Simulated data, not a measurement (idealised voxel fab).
The following process module bears the name voxel wiring stack.
Square cells of 5 nm make up the cross-section cut, whose width is 220 nm.
If you're reading a cross-section in this doc, picture square cells in a grid; it comes to you as bands, top ones listed first down to the bottom, and a band can be one or more rows of cells. This entry defines a band. It first specifies the height of the band's top and the height of its bottom in nm, and then specifies the band's materials from left to right, stating each material with its width in nm. The word "everywhere" identifies a single material that fills the band from edge to edge, while the word "empty" identifies empty space. Convention: height 0 is the level below which the wafer, as received, is all one material. The lowest band does not terminate at the bottom but continues downward, represented as "0 down". Per-row width for "30 to 40": begins at first number (top row of band), ends at second number (bottom row), increment between rows held constant. Any step labelled "no alteration" changed none of the cells in the cross-section. Empty spaces without an open route to the top, at least 8 cells in extent, make up the entry "Enclosed void entries"; each is given as width x height at distance, where the distance is measured from the left edge, and all are in nm. On each step's line, the part that comes after the settings is the simulator's own comment on the step. overlay nm: mask right of planned place by this much (step with mask). Neg. = left.

[The planned process steps are enumerated hereunder]
- 1: RECEIVE, material Si
- 2: CONFORMAL_DEP, material SiO2, thk nm 10
- 3: CONFORMAL_DEP, material SiN, thk nm 5
- 4: DIRECTIONAL_DEP, material lowk, thk nm 25
- 5: MASKED_ETCH, tone open, mask id METAL_1, width nm 25, pitch nm 45, etch materials lowk, depth nm 25, overlay nm 0
- 6: MASKED_ETCH, tone open, mask id METAL_1, width nm 25, pitch nm 45, etch materials SiN, depth nm 5, overlay nm 0
- 7: CONFORMAL_DEP, material TiN, thk nm 5
- 8: FILL_DEP, material Cu, thk nm 10
- 9: CMP, height nm 40
- 10: EPI, material Ru, thk nm 5
- 11: FILL_DEP, material SiCN, thk nm 5
- 12: DIRECTIONAL_DEP, material SiO2, thk nm 10
- 13: PATTERN, tone open, mask id PLUG_1, material resist, width nm 15, pitch nm 45, thk nm 20, overlay nm 0
- 14: DIRECTIONAL_ETCH, etch materials SiO2, depth nm 10
- 15: DIRECTIONAL_ETCH, etch materials SiCN, depth nm 5
- 16: STRIP, etch materials resist
- 17: EPI, material Ru, thk nm 10
- 18: EPI, material Ru, thk nm 5
- 19: DIRECTIONAL_DEP, material TiN, thk nm 5
- 20: DIRECTIONAL_DEP, material W, thk nm 15
- 21: PATTERN, tone cover, mask id METAL_2, material resist, width nm 25, pitch nm 45, thk nm 15, overlay nm 0
- 22: DIRECTIONAL_ETCH, etch materials W, depth nm 15
- 23: DIRECTIONAL_ETCH, etch materials TiN, depth nm 5
- 24: STRIP, etch materials resist
- 25: FILL_DEP, material lowk, thk nm 10
- 26: CMP, height nm 80
- 27: CONFORMAL_DEP, material SiCN, thk nm 5
- 28: DIRECTIONAL_DEP, material lowk, thk nm 20
- 29: PATTERN, tone open, mask id PLUG_2, material resist, width nm 15, pitch nm 45, thk nm 15, overlay nm 0
- 30: DIRECTIONAL_ETCH, etch materials lowk, depth nm 20
- 31: DIRECTIONAL_ETCH, etch materials SiCN, depth nm 5
- 32: STRIP, etch materials resist
- 33: EPI, material Ru, thk nm 10
- 34: EPI, material Ru, thk nm 10
- 35: EPI, material Ru, thk nm 5
- 36: CONFORMAL_DEP, material SiCN, thk nm 5
- 37: DIRECTIONAL_DEP, material lowk, thk nm 25
- 38: MASKED_ETCH, tone open, mask id METAL_3, width nm 25, pitch nm 45, etch materials lowk, depth nm 25, overlay nm 0
- 39: MASKED_ETCH, tone open, mask id METAL_3, width nm 25, pitch nm 45, etch materials SiCN, depth nm 5, overlay nm 0
- 40: CONFORMAL_DEP, material TiN, thk nm 5
- 41: FILL_DEP, material Ru, thk nm 10
- 42: CMP, height nm 135
- 43: CONFORMAL_DEP, material SiCN, thk nm 5
- 44: DIRECTIONAL_DEP, material lowk, thk nm 10
- 45: MASKED_ETCH, tone open, mask id PLUG_3, width nm 15, pitch nm 90, etch materials lowk, depth nm 10, overlay nm 0
- 46: MASKED_ETCH, tone open, mask id PLUG_3, width nm 15, pitch nm 90, etch materials SiCN, depth nm 5, overlay nm 0
- 47: EPI, material Ru, thk nm 10
- 48: EPI, material Ru, thk nm 5
- 49: CONFORMAL_DEP, material SiN, thk nm 5
- 50: DIRECTIONAL_DEP, material SiO2, thk nm 25
- 51: PATTERN, tone open, mask id METAL_4, material resist, width nm 25, pitch nm 45, thk nm 20, overlay nm 0
- 52: DIRECTIONAL_ETCH, etch materials SiO2, depth nm 25
- 53: DIRECTIONAL_ETCH, etch materials SiN, depth nm 5
- 54: STRIP, etch materials resist
- 55: CONFORMAL_DEP, material TiN, thk nm 5
- 56: FILL_DEP, material Cu, thk nm 10
- 57: CMP, height nm 180
- 58: EPI, material Ru, thk nm 5
- 59: FILL_DEP, material SiCN, thk nm 5

[first wafer, as planned]

[Wafer cross-section on receipt, i.e. after step 1]
  0 down: Si everywhere
  Enclosed void entries: none

[Sectional view: wafer, after step 2]
  10 to 0: SiO2 everywhere
  No changes below 0.

[Sectional view: wafer, after step 3]
  15 to 10: SiN everywhere
  No changes below 10.

[Sectional view: wafer, after step 4]
  40 to 15: lowk everywhere
  No changes below 15.

[Sectional view: wafer, after step 5]
  40 to 15: lowk=30 | empty=25 | lowk=20 | empty=25 | lowk=20 | empty=25 | lowk=20 | empty=25 | lowk=30
  No changes below 15.

[Sectional view: wafer, after step 6]
  40 to 15: lowk=30 | empty=25 | lowk=20 | empty=25 | lowk=20 | empty=25 | lowk=20 | empty=25 | lowk=30
  15 to 10: SiN=30 | empty=25 | SiN=20 | empty=25 | SiN=20 | empty=25 | SiN=20 | empty=25 | SiN=30
  No changes below 10.

[Sectional view: wafer, after step 7]
  45 to 40: TiN=35 | empty=15 | TiN=30 | empty=15 | TiN=30 | empty=15 | TiN=30 | empty=15 | TiN=35
  40 to 15: lowk=30 | TiN=5 | empty=15 | TiN=5 | lowk=20 | TiN=5 | empty=15 | TiN=5 | lowk=20 | TiN=5 | empty=15 | TiN=5 | lowk=20 | TiN=5 | empty=15 | TiN=5 | lowk=30
  15 to 10: SiN=30 | TiN=25 | SiN=20 | TiN=25 | SiN=20 | TiN=25 | SiN=20 | TiN=25 | SiN=30
  No changes below 10.

[Sectional view: wafer, after step 8]
  55 to 45: Cu everywhere
  45 to 40: TiN=35 | Cu=15 | TiN=30 | Cu=15 | TiN=30 | Cu=15 | TiN=30 | Cu=15 | TiN=35
  40 to 15: lowk=30 | TiN=5 | Cu=15 | TiN=5 | lowk=20 | TiN=5 | Cu=15 | TiN=5 | lowk=20 | TiN=5 | Cu=15 | TiN=5 | lowk=20 | TiN=5 | Cu=15 | TiN=5 | lowk=30
  No changes below 15.

[Sectional view: wafer, after step 9]
  40 to 15: lowk=30 | TiN=5 | Cu=15 | TiN=5 | lowk=20 | TiN=5 | Cu=15 | TiN=5 | lowk=20 | TiN=5 | Cu=15 | TiN=5 | lowk=20 | TiN=5 | Cu=15 | TiN=5 | lowk=30
  No changes below 15.

[Sectional view: wafer, after step 10]
  45 to 40: empty=25 | Ru=35 | empty=10 | Ru=35 | empty=10 | Ru=35 | empty=10 | Ru=35 | empty=25
  No changes below 40.

[Sectional view: wafer, after step 11]
  50 to 45: SiCN everywhere
  45 to 40: SiCN=25 | Ru=35 | SiCN=10 | Ru=35 | SiCN=10 | Ru=35 | SiCN=10 | Ru=35 | SiCN=25
  No changes below 40.

[Sectional view: wafer, after step 12]
  60 to 50: SiO2 everywhere
  No changes below 50.

[Sectional view: wafer, after step 13]
  80 to 60: resist=30 | empty=15 | resist=30 | empty=15 | resist=30 | empty=15 | resist=30 | empty=15 | resist=40
  No changes below 60.

[Sectional view: wafer, after step 14]
  80 to 60: resist=30 | empty=15 | resist=30 | empty=15 | resist=30 | empty=15 | resist=30 | empty=15 | resist=40
  60 to 50: SiO2=30 | empty=15 | SiO2=30 | empty=15 | SiO2=30 | empty=15 | SiO2=30 | empty=15 | SiO2=40
  No changes below 50.

[Sectional view: wafer, after step 15]
  80 to 60: resist=30 | empty=15 | resist=30 | empty=15 | resist=30 | empty=15 | resist=30 | empty=15 | resist=40
  60 to 50: SiO2=30 | empty=15 | SiO2=30 | empty=15 | SiO2=30 | empty=15 | SiO2=30 | empty=15 | SiO2=40
  50 to 45: SiCN=30 | empty=15 | SiCN=30 | empty=15 | SiCN=30 | empty=15 | SiCN=30 | empty=15 | SiCN=40
  No changes below 45.

[Sectional view: wafer, after step 16]
  60 to 50: SiO2=30 | empty=15 | SiO2=30 | empty=15 | SiO2=30 | empty=15 | SiO2=30 | empty=15 | SiO2=40
  No changes below 50.

[Sectional view: wafer, after step 17]
  60 to 55: SiO2=30 | empty=15 | SiO2=30 | empty=15 | SiO2=30 | empty=15 | SiO2=30 | empty=15 | SiO2=40
  55 to 50: SiO2=30 | Ru=15 | SiO2=30 | Ru=15 | SiO2=30 | Ru=15 | SiO2=30 | Ru=15 | SiO2=40
  50 to 40: SiCN=30 to 25 | Ru=15 to 35 | SiCN=30 to 10 | Ru=15 to 35 | SiCN=30 to 10 | Ru=15 to 35 | SiCN=30 to 10 | Ru=15 to 35 | SiCN=40 to 25
  No changes below 40.

[Sectional view: wafer, after step 18]
  60 to 50: SiO2=30 | Ru=15 | SiO2=30 | Ru=15 | SiO2=30 | Ru=15 | SiO2=30 | Ru=15 | SiO2=40
  No changes below 50.

[Sectional view: wafer, after step 19]
  65 to 60: TiN everywhere
  No changes below 60.

[Sectional view: wafer, after step 20]
  80 to 65: W everywhere
  No changes below 65.

[Sectional view: wafer, after step 21]
  95 to 80: empty=30 | resist=25 | empty=20 | resist=25 | empty=20 | resist=25 | empty=20 | resist=25 | empty=30
  No changes below 80.

[Sectional view: wafer, after step 22]
  95 to 80: empty=30 | resist=25 | empty=20 | resist=25 | empty=20 | resist=25 | empty=20 | resist=25 | empty=30
  80 to 65: empty=30 | W=25 | empty=20 | W=25 | empty=20 | W=25 | empty=20 | W=25 | empty=30
  No changes below 65.

[Sectional view: wafer, after step 23]
  95 to 80: empty=30 | resist=25 | empty=20 | resist=25 | empty=20 | resist=25 | empty=20 | resist=25 | empty=30
  80 to 65: empty=30 | W=25 | empty=20 | W=25 | empty=20 | W=25 | empty=20 | W=25 | empty=30
  65 to 60: empty=30 | TiN=25 | empty=20 | TiN=25 | empty=20 | TiN=25 | empty=20 | TiN=25 | empty=30
  No changes below 60.

[Sectional view: wafer, after step 24]
  80 to 65: empty=30 | W=25 | empty=20 | W=25 | empty=20 | W=25 | empty=20 | W=25 | empty=30
  No changes below 65.

[Sectional view: wafer, after step 25]
  90 to 80: lowk everywhere
  80 to 65: lowk=30 | W=25 | lowk=20 | W=25 | lowk=20 | W=25 | lowk=20 | W=25 | lowk=30
  65 to 60: lowk=30 | TiN=25 | lowk=20 | TiN=25 | lowk=20 | TiN=25 | lowk=20 | TiN=25 | lowk=30
  No changes below 60.

[Sectional view: wafer, after step 26]
  80 to 65: lowk=30 | W=25 | lowk=20 | W=25 | lowk=20 | W=25 | lowk=20 | W=25 | lowk=30
  No changes below 65.

[Sectional view: wafer, after step 27]
  85 to 80: SiCN everywhere
  No changes below 80.

[Sectional view: wafer, after step 28]
  105 to 85: lowk everywhere
  No changes below 85.

[Sectional view: wafer, after step 29]
  120 to 105: resist=30 | empty=15 | resist=30 | empty=15 | resist=30 | empty=15 | resist=30 | empty=15 | resist=40
  No changes below 105.

[Sectional view: wafer, after step 30]
  120 to 105: resist=30 | empty=15 | resist=30 | empty=15 | resist=30 | empty=15 | resist=30 | empty=15 | resist=40
  105 to 85: lowk=30 | empty=15 | lowk=30 | empty=15 | lowk=30 | empty=15 | lowk=30 | empty=15 | lowk=40
  No changes below 85.

[Sectional view: wafer, after step 31]
  120 to 105: resist=30 | empty=15 | resist=30 | empty=15 | resist=30 | empty=15 | resist=30 | empty=15 | resist=40
  105 to 85: lowk=30 | empty=15 | lowk=30 | empty=15 | lowk=30 | empty=15 | lowk=30 | empty=15 | lowk=40
  85 to 80: SiCN=30 | empty=15 | SiCN=30 | empty=15 | SiCN=30 | empty=15 | SiCN=30 | empty=15 | SiCN=40
  No changes below 80.

[Sectional view: wafer, after step 32]
  105 to 85: lowk=30 | empty=15 | lowk=30 | empty=15 | lowk=30 | empty=15 | lowk=30 | empty=15 | lowk=40
  No changes below 85.

[Sectional view: wafer, after step 33]
  105 to 90: lowk=30 | empty=15 | lowk=30 | empty=15 | lowk=30 | empty=15 | lowk=30 | empty=15 | lowk=40
  90 to 85: lowk=30 | Ru=15 | lowk=30 | Ru=15 | lowk=30 | Ru=15 | lowk=30 | Ru=15 | lowk=40
  85 to 80: SiCN=30 | Ru=15 | SiCN=30 | Ru=15 | SiCN=30 | Ru=15 | SiCN=30 | Ru=15 | SiCN=40
  No changes below 80.

[Sectional view: wafer, after step 34]
  105 to 100: lowk=30 | empty=15 | lowk=30 | empty=15 | lowk=30 | empty=15 | lowk=30 | empty=15 | lowk=40
  100 to 85: lowk=30 | Ru=15 | lowk=30 | Ru=15 | lowk=30 | Ru=15 | lowk=30 | Ru=15 | lowk=40
  No changes below 85.

[Sectional view: wafer, after step 35]
  105 to 85: lowk=30 | Ru=15 | lowk=30 | Ru=15 | lowk=30 | Ru=15 | lowk=30 | Ru=15 | lowk=40
  No changes below 85.

[Sectional view: wafer, after step 36]
  110 to 105: SiCN everywhere
  No changes below 105.

[Sectional view: wafer, after step 37]
  135 to 110: lowk everywhere
  No changes below 110.

[Sectional view: wafer, after step 38]
  135 to 110: lowk=30 | empty=25 | lowk=20 | empty=25 | lowk=20 | empty=25 | lowk=20 | empty=25 | lowk=30
  No changes below 110.

[Sectional view: wafer, after step 39]
  135 to 110: lowk=30 | empty=25 | lowk=20 | empty=25 | lowk=20 | empty=25 | lowk=20 | empty=25 | lowk=30
  110 to 105: SiCN=30 | empty=25 | SiCN=20 | empty=25 | SiCN=20 | empty=25 | SiCN=20 | empty=25 | SiCN=30
  No changes below 105.

[Sectional view: wafer, after step 40]
  140 to 135: TiN=35 | empty=15 | TiN=30 | empty=15 | TiN=30 | empty=15 | TiN=30 | empty=15 | TiN=35
  135 to 110: lowk=30 | TiN=5 | empty=15 | TiN=5 | lowk=20 | TiN=5 | empty=15 | TiN=5 | lowk=20 | TiN=5 | empty=15 | TiN=5 | lowk=20 | TiN=5 | empty=15 | TiN=5 | lowk=30
  110 to 105: SiCN=30 | TiN=25 | SiCN=20 | TiN=25 | SiCN=20 | TiN=25 | SiCN=20 | TiN=25 | SiCN=30
  No changes below 105.

[Sectional view: wafer, after step 41]
  150 to 140: Ru everywhere
  140 to 135: TiN=35 | Ru=15 | TiN=30 | Ru=15 | TiN=30 | Ru=15 | TiN=30 | Ru=15 | TiN=35
  135 to 110: lowk=30 | TiN=5 | Ru=15 | TiN=5 | lowk=20 | TiN=5 | Ru=15 | TiN=5 | lowk=20 | TiN=5 | Ru=15 | TiN=5 | lowk=20 | TiN=5 | Ru=15 | TiN=5 | lowk=30
  No changes below 110.

[Sectional view: wafer, after step 42]
  135 to 110: lowk=30 | TiN=5 | Ru=15 | TiN=5 | lowk=20 | TiN=5 | Ru=15 | TiN=5 | lowk=20 | TiN=5 | Ru=15 | TiN=5 | lowk=20 | TiN=5 | Ru=15 | TiN=5 | lowk=30
  No changes below 110.

[Sectional view: wafer, after step 43]
  140 to 135: SiCN everywhere
  No changes below 135.

[Sectional view: wafer, after step 44]
  150 to 140: lowk everywhere
  No changes below 140.

[Sectional view: wafer, after step 45]
  150 to 140: lowk=30 | empty=15 | lowk=75 | empty=15 | lowk=85
  No changes below 140.

[Sectional view: wafer, after step 46]
  150 to 140: lowk=30 | empty=15 | lowk=75 | empty=15 | lowk=85
  140 to 135: SiCN=30 | empty=15 | SiCN=75 | empty=15 | SiCN=85
  No changes below 135.

[Sectional view: wafer, after step 47]
  150 to 145: lowk=30 | empty=15 | lowk=75 | empty=15 | lowk=85
  145 to 140: lowk=30 | Ru=15 | lowk=75 | Ru=15 | lowk=85
  140 to 135: SiCN=30 | Ru=15 | SiCN=75 | Ru=15 | SiCN=85
  No changes below 135.

[Sectional view: wafer, after step 48]
  150 to 140: lowk=30 | Ru=15 | lowk=75 | Ru=15 | lowk=85
  No changes below 140.

[Sectional view: wafer, after step 49]
  155 to 150: SiN everywhere
  No changes below 150.

[Sectional view: wafer, after step 50]
  180 to 155: SiO2 everywhere
  No changes below 155.

[Sectional view: wafer, after step 51]
  200 to 180: resist=30 | empty=25 | resist=20 | empty=25 | resist=20 | empty=25 | resist=20 | empty=25 | resist=30
  No changes below 180.

[Sectional view: wafer, after step 52]
  200 to 180: resist=30 | empty=25 | resist=20 | empty=25 | resist=20 | empty=25 | resist=20 | empty=25 | resist=30
  180 to 155: SiO2=30 | empty=25 | SiO2=20 | empty=25 | SiO2=20 | empty=25 | SiO2=20 | empty=25 | SiO2=30
  No changes below 155.

[Sectional view: wafer, after step 53]
  200 to 180: resist=30 | empty=25 | resist=20 | empty=25 | resist=20 | empty=25 | resist=20 | empty=25 | resist=30
  180 to 155: SiO2=30 | empty=25 | SiO2=20 | empty=25 | SiO2=20 | empty=25 | SiO2=20 | empty=25 | SiO2=30
  155 to 150: SiN=30 | empty=25 | SiN=20 | empty=25 | SiN=20 | empty=25 | SiN=20 | empty=25 | SiN=30
  No changes below 150.

[Sectional view: wafer, after step 54]
  180 to 155: SiO2=30 | empty=25 | SiO2=20 | empty=25 | SiO2=20 | empty=25 | SiO2=20 | empty=25 | SiO2=30
  No changes below 155.

[Sectional view: wafer, after step 55]
  185 to 180: TiN=35 | empty=15 | TiN=30 | empty=15 | TiN=30 | empty=15 | TiN=30 | empty=15 | TiN=35
  180 to 155: SiO2=30 | TiN=5 | empty=15 | TiN=5 | SiO2=20 | TiN=5 | empty=15 | TiN=5 | SiO2=20 | TiN=5 | empty=15 | TiN=5 | SiO2=20 | TiN=5 | empty=15 | TiN=5 | SiO2=30
  155 to 150: SiN=30 | TiN=25 | SiN=20 | TiN=25 | SiN=20 | TiN=25 | SiN=20 | TiN=25 | SiN=30
  No changes below 150.

[Sectional view: wafer, after step 56]
  195 to 185: Cu everywhere
  185 to 180: TiN=35 | Cu=15 | TiN=30 | Cu=15 | TiN=30 | Cu=15 | TiN=30 | Cu=15 | TiN=35
  180 to 155: SiO2=30 | TiN=5 | Cu=15 | TiN=5 | SiO2=20 | TiN=5 | Cu=15 | TiN=5 | SiO2=20 | TiN=5 | Cu=15 | TiN=5 | SiO2=20 | TiN=5 | Cu=15 | TiN=5 | SiO2=30
  No changes below 155.

[Sectional view: wafer, after step 57]
  180 to 155: SiO2=30 | TiN=5 | Cu=15 | TiN=5 | SiO2=20 | TiN=5 | Cu=15 | TiN=5 | SiO2=20 | TiN=5 | Cu=15 | TiN=5 | SiO2=20 | TiN=5 | Cu=15 | TiN=5 | SiO2=30
  No changes below 155.

[Sectional view: wafer, after step 58]
  185 to 180: empty=25 | Ru=35 | empty=10 | Ru=35 | empty=10 | Ru=35 | empty=10 | Ru=35 | empty=25
  No changes below 180.

[Sectional view: wafer, after step 59]
  190 to 185: SiCN everywhere
  185 to 180: SiCN=25 | Ru=35 | SiCN=10 | Ru=35 | SiCN=10 | Ru=35 | SiCN=10 | Ru=35 | SiCN=25
  No changes below 180.

[Wafer two. Same start, same plan, one slip in execution. Same as wafer one through step 26, inclusive]

[Cross-section of the second wafer corresponding to the planned conclusion of step 27]
  100 to 80: lowk everywhere
  No changes below 80.

[Cross-section of the second wafer corresponding to the planned conclusion of step 28]
  105 to 100: SiCN everywhere
  No changes below 100.

[Cross-section of the second wafer corresponding to the planned conclusion of step 29]
  120 to 105: resist=30 | empty=15 | resist=30 | empty=15 | resist=30 | empty=15 | resist=30 | empty=15 | resist=40
  No changes below 105.

Cross-section of the second wafer corresponding to the planned conclusion of step 30: no alteration

[Cross-section of the second wafer corresponding to the planned conclusion of step 31]
  120 to 105: resist=30 | empty=15 | resist=30 | empty=15 | resist=30 | empty=15 | resist=30 | empty=15 | resist=40
  105 to 100: SiCN=30 | empty=15 | SiCN=30 | empty=15 | SiCN=30 | empty=15 | SiCN=30 | empty=15 | SiCN=40
  No changes below 100.

[Cross-section of the second wafer corresponding to the planned conclusion of step 32]
  105 to 100: SiCN=30 | empty=15 | SiCN=30 | empty=15 | SiCN=30 | empty=15 | SiCN=30 | empty=15 | SiCN=40
  No changes below 100.

Cross-section of the second wafer corresponding to the planned conclusion of step 33: no alteration

Cross-section of the second wafer corresponding to the planned conclusion of step 34: no alteration

Cross-section of the second wafer corresponding to the planned conclusion of step 35: no alteration

[Cross-section of the second wafer corresponding to the planned conclusion of step 36]
  110 to 105: SiCN=35 | empty=5 | SiCN=40 | empty=5 | SiCN=40 | empty=5 | SiCN=40 | empty=5 | SiCN=45
  105 to 100: SiCN everywhere
  No changes below 100.

[Cross-section of the second wafer corresponding to the planned conclusion of step 37]
  135 to 130: lowk=35 | empty=5 | lowk=40 | empty=5 | lowk=40 | empty=5 | lowk=40 | empty=5 | lowk=45
  130 to 110: lowk everywhere
  110 to 105: SiCN=35 | lowk=5 | SiCN=40 | lowk=5 | SiCN=40 | lowk=5 | SiCN=40 | lowk=5 | SiCN=45
  No changes below 105.

[Cross-section of the second wafer corresponding to the planned conclusion of step 38]
  135 to 110: lowk=30 | empty=25 | lowk=20 | empty=25 | lowk=20 | empty=25 | lowk=20 | empty=25 | lowk=30
  110 to 105: SiCN=35 | empty=5 | SiCN=40 | empty=5 | SiCN=40 | empty=5 | SiCN=40 | empty=5 | SiCN=45
  No changes below 105.

[Cross-section of the second wafer corresponding to the planned conclusion of step 39]
  135 to 110: lowk=30 | empty=25 | lowk=20 | empty=25 | lowk=20 | empty=25 | lowk=20 | empty=25 | lowk=30
  110 to 100: SiCN=30 to 35 | empty=25 to 5 | SiCN=20 to 40 | empty=25 to 5 | SiCN=20 to 40 | empty=25 to 5 | SiCN=20 to 40 | empty=25 to 5 | SiCN=30 to 45
  No changes below 100.

[Cross-section of the second wafer corresponding to the planned conclusion of step 40]
  140 to 135: TiN=35 | empty=15 | TiN=30 | empty=15 | TiN=30 | empty=15 | TiN=30 | empty=15 | TiN=35
  135 to 110: lowk=30 | TiN=5 | empty=15 | TiN=5 | lowk=20 | TiN=5 | empty=15 | TiN=5 | lowk=20 | TiN=5 | empty=15 | TiN=5 | lowk=20 | TiN=5 | empty=15 | TiN=5 | lowk=30
  110 to 100: SiCN=30 to 35 | TiN=25 to 5 | SiCN=20 to 40 | TiN=25 to 5 | SiCN=20 to 40 | TiN=25 to 5 | SiCN=20 to 40 | TiN=25 to 5 | SiCN=30 to 45
  No changes below 100.

[Cross-section of the second wafer corresponding to the planned conclusion of step 41]
  150 to 140: Ru everywhere
  140 to 135: TiN=35 | Ru=15 | TiN=30 | Ru=15 | TiN=30 | Ru=15 | TiN=30 | Ru=15 | TiN=35
  135 to 110: lowk=30 | TiN=5 | Ru=15 | TiN=5 | lowk=20 | TiN=5 | Ru=15 | TiN=5 | lowk=20 | TiN=5 | Ru=15 | TiN=5 | lowk=20 | TiN=5 | Ru=15 | TiN=5 | lowk=30
  No changes below 110.

[Cross-section of the second wafer corresponding to the planned conclusion of step 42]
  135 to 110: lowk=30 | TiN=5 | Ru=15 | TiN=5 | lowk=20 | TiN=5 | Ru=15 | TiN=5 | lowk=20 | TiN=5 | Ru=15 | TiN=5 | lowk=20 | TiN=5 | Ru=15 | TiN=5 | lowk=30
  No changes below 110.

[Cross-section of the second wafer corresponding to the planned conclusion of step 43]
  140 to 135: SiCN everywhere
  No changes below 135.

[Cross-section of the second wafer corresponding to the planned conclusion of step 44]
  150 to 140: lowk everywhere
  No changes below 140.

[Cross-section of the second wafer corresponding to the planned conclusion of step 45]
  150 to 140: lowk=30 | empty=15 | lowk=75 | empty=15 | lowk=85
  No changes below 140.

[Cross-section of the second wafer corresponding to the planned conclusion of step 46]
  150 to 140: lowk=30 | empty=15 | lowk=75 | empty=15 | lowk=85
  140 to 135: SiCN=30 | empty=15 | SiCN=75 | empty=15 | SiCN=85
  No changes below 135.

[Cross-section of the second wafer corresponding to the planned conclusion of step 47]
  150 to 145: lowk=30 | empty=15 | lowk=75 | empty=15 | lowk=85
  145 to 140: lowk=30 | Ru=15 | lowk=75 | Ru=15 | lowk=85
  140 to 135: SiCN=30 | Ru=15 | SiCN=75 | Ru=15 | SiCN=85
  No changes below 135.

[Cross-section of the second wafer corresponding to the planned conclusion of step 48]
  150 to 140: lowk=30 | Ru=15 | lowk=75 | Ru=15 | lowk=85
  No changes below 140.

[Cross-section of the second wafer corresponding to the planned conclusion of step 49]
  155 to 150: SiN everywhere
  No changes below 150.

[Cross-section of the second wafer corresponding to the planned conclusion of step 50]
  180 to 155: SiO2 everywhere
  No changes below 155.

[Cross-section of the second wafer corresponding to the planned conclusion of step 51]
  200 to 180: resist=30 | empty=25 | resist=20 | empty=25 | resist=20 | empty=25 | resist=20 | empty=25 | resist=30
  No changes below 180.

[Cross-section of the second wafer corresponding to the planned conclusion of step 52]
  200 to 180: resist=30 | empty=25 | resist=20 | empty=25 | resist=20 | empty=25 | resist=20 | empty=25 | resist=30
  180 to 155: SiO2=30 | empty=25 | SiO2=20 | empty=25 | SiO2=20 | empty=25 | SiO2=20 | empty=25 | SiO2=30
  No changes below 155.

[Cross-section of the second wafer corresponding to the planned conclusion of step 53]
  200 to 180: resist=30 | empty=25 | resist=20 | empty=25 | resist=20 | empty=25 | resist=20 | empty=25 | resist=30
  180 to 155: SiO2=30 | empty=25 | SiO2=20 | empty=25 | SiO2=20 | empty=25 | SiO2=20 | empty=25 | SiO2=30
  155 to 150: SiN=30 | empty=25 | SiN=20 | empty=25 | SiN=20 | empty=25 | SiN=20 | empty=25 | SiN=30
  No changes below 150.

[Cross-section of the second wafer corresponding to the planned conclusion of step 54]
  180 to 155: SiO2=30 | empty=25 | SiO2=20 | empty=25 | SiO2=20 | empty=25 | SiO2=20 | empty=25 | SiO2=30
  No changes below 155.

[Cross-section of the second wafer corresponding to the planned conclusion of step 55]
  185 to 180: TiN=35 | empty=15 | TiN=30 | empty=15 | TiN=30 | empty=15 | TiN=30 | empty=15 | TiN=35
  180 to 155: SiO2=30 | TiN=5 | empty=15 | TiN=5 | SiO2=20 | TiN=5 | empty=15 | TiN=5 | SiO2=20 | TiN=5 | empty=15 | TiN=5 | SiO2=20 | TiN=5 | empty=15 | TiN=5 | SiO2=30
  155 to 150: SiN=30 | TiN=25 | SiN=20 | TiN=25 | SiN=20 | TiN=25 | SiN=20 | TiN=25 | SiN=30
  No changes below 150.

[Cross-section of the second wafer corresponding to the planned conclusion of step 56]
  195 to 185: Cu everywhere
  185 to 180: TiN=35 | Cu=15 | TiN=30 | Cu=15 | TiN=30 | Cu=15 | TiN=30 | Cu=15 | TiN=35
  180 to 155: SiO2=30 | TiN=5 | Cu=15 | TiN=5 | SiO2=20 | TiN=5 | Cu=15 | TiN=5 | SiO2=20 | TiN=5 | Cu=15 | TiN=5 | SiO2=20 | TiN=5 | Cu=15 | TiN=5 | SiO2=30
  No changes below 155.

[Cross-section of the second wafer corresponding to the planned conclusion of step 57]
  180 to 155: SiO2=30 | TiN=5 | Cu=15 | TiN=5 | SiO2=20 | TiN=5 | Cu=15 | TiN=5 | SiO2=20 | TiN=5 | Cu=15 | TiN=5 | SiO2=20 | TiN=5 | Cu=15 | TiN=5 | SiO2=30
  No changes below 155.

[Cross-section of the second wafer corresponding to the planned conclusion of step 58]
  185 to 180: empty=25 | Ru=35 | empty=10 | Ru=35 | empty=10 | Ru=35 | empty=10 | Ru=35 | empty=25
  No changes below 180.

[Cross-section of the second wafer corresponding to the planned conclusion of step 59]
  190 to 185: SiCN everywhere
  185 to 180: SiCN=25 | Ru=35 | SiCN=10 | Ru=35 | SiCN=10 | Ru=35 | SiCN=10 | Ru=35 | SiCN=25
  No changes below 180.
Diagnosis: note: step 27 <-> step 28, run order reversed vs plan
Cell-count delta at end, second wafer over first, by material: Ru -60; SiCN +8; TiN +4; lowk +48
